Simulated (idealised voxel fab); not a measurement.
A process module follows: voxel capacitor over wiring.
Cross-sectional view cut (width: 195 nm; square cell size: 5 nm).
Bands, listed from the top down, are how a cross-section gets written in this document; the cross-section itself is a grid of square cells, and a band is one or more rows of them. Top, bottom (nm), then materials left to right with widths (nm); lone material tagged "all across" fills the whole band edge to edge; "blank" = empty space. Note: height 0 marks the level under which the wafer is uniformly one material as received. Lowest band unbounded below, written "from 0 down". When a width is written as two numbers, as in "30 to 40", the first number is the width in the top row of cells of the band and the second is the width in its bottom row, and the width changes by the same amount from each row to the next. Any step labelled "nothing got changed" changed none of the cells in the cross-section. So "Enclosed internal cavities" is basically the list of trapped voids: any empty space of 8 cells or more that can't reach the top through an opening. They're written width x height at distance, the distance being from the left edge, and it's all nm. after a step's settings: what the simulator itself notes on the step. "overlay nm" on a masked step: distance the mask lay right of its planned place, negative for left.
**This section lists the process steps that were planned**
1,RECEIVE [material Si]
2,CONFORMAL_DEP [material SiO2] [thk nm 15]
3,DIRECTIONAL_DEP [material TiN] [thk nm 5]
4,DIRECTIONAL_DEP [material W] [thk nm 25]
5,MASKED_ETCH [tone cover] [mask id METAL_1] [width nm 25] [pitch nm 80] [etch materials W] [depth nm 25] [overlay nm 0]
6,MASKED_ETCH [tone cover] [mask id METAL_1] [width nm 25] [pitch nm 80] [etch materials TiN] [depth nm 5] [overlay nm 0]
7,FILL_DEP [material SiO2] [thk nm 10]
8,CMP [height nm 45]
9,CONFORMAL_DEP [material SiCN] [thk nm 5]
10,DIRECTIONAL_DEP [material SiO2] [thk nm 20]
11,PATTERN [tone open] [mask id PLUG_1] [material resist] [width nm 15] [thk nm 20] [overlay nm 0]
12,DIRECTIONAL_ETCH [etch materials SiO2] [depth nm 20]
13,DIRECTIONAL_ETCH [etch materials SiCN] [depth nm 5]
14,STRIP [etch materials resist]
15,EPI [material Ru] [thk nm 10]
16,EPI [material Ru] [thk nm 10]
17,EPI [material Ru] [thk nm 5]
18,DIRECTIONAL_DEP [material TiN] [thk nm 10]
19,DIRECTIONAL_DEP [material Al2O3] [thk nm 5]
20,DIRECTIONAL_DEP [material TiN] [thk nm 5]
21,PATTERN [tone cover] [mask id UPPER_PLATE] [material resist] [width nm 60] [thk nm 15] [overlay nm 0]
22,DIRECTIONAL_ETCH [etch materials TiN] [depth nm 5]
23,DIRECTIONAL_ETCH [etch materials Al2O3] [depth nm 5]
24,STRIP [etch materials resist]
25,MASKED_ETCH [tone cover] [mask id LOWER_PLATE] [width nm 70] [etch materials TiN] [depth nm 10] [overlay nm 0]
26,FILL_DEP [material SiO2] [thk nm 15]
27,CMP [height nm 100]
28,PATTERN [tone open] [mask id PLUG_2] [material resist] [width nm 15] [thk nm 15] [overlay nm 0]
29,DIRECTIONAL_ETCH [etch materials SiO2] [depth nm 10]
30,STRIP [etch materials resist]
31,CONFORMAL_DEP [material TiN] [thk nm 5]
32,FILL_DEP [material Ru] [thk nm 10]
33,CMP [height nm 100]
34,CONFORMAL_DEP [material SiCN] [thk nm 5]
**As received (post step 1): cross-section**
- from 0 down | Si all across
- Enclosed internal cavities: none
**Wafer cross-section at end of module: start and plan as shown above, one execution error**
- from 105 to 100 | SiCN all across
- from 100 to 95 | SiO2=65 / TiN=5 / Ru=5 / TiN=5 / SiO2=115
- from 95 to 85 | SiO2=65 to 55 / TiN=15 to 25 / SiO2=115
- from 85 to 80 | SiO2=55 / Al2O3=25 / SiO2=115
- from 80 to 75 | SiO2=50 / TiN=65 / SiO2=80
- from 75 to 70 | SiO2=50 / TiN=30 / Al2O3=35 / SiO2=80
- from 70 to 60 | SiO2=45 / Ru=35 / TiN=40 / SiO2=75
- from 60 to 50 | SiO2=55 / Ru=15 / SiO2=125
- from 50 to 45 | SiCN=55 / Ru=15 / SiCN=125
- from 45 to 20 | SiO2=45 / W=25 / SiO2=55 / W=25 / SiO2=45
- from 20 to 15 | SiO2=45 / TiN=25 / SiO2=55 / TiN=25 / SiO2=45
- from 15 to 0 | SiO2 all across
- from 0 down | Si all across
- Enclosed internal cavities: none
The mistake made against the process plan was this: in deviation from the planned setting, step 10 was conducted as DIRECTIONAL_DEP [material SiO2] [thk nm 10]
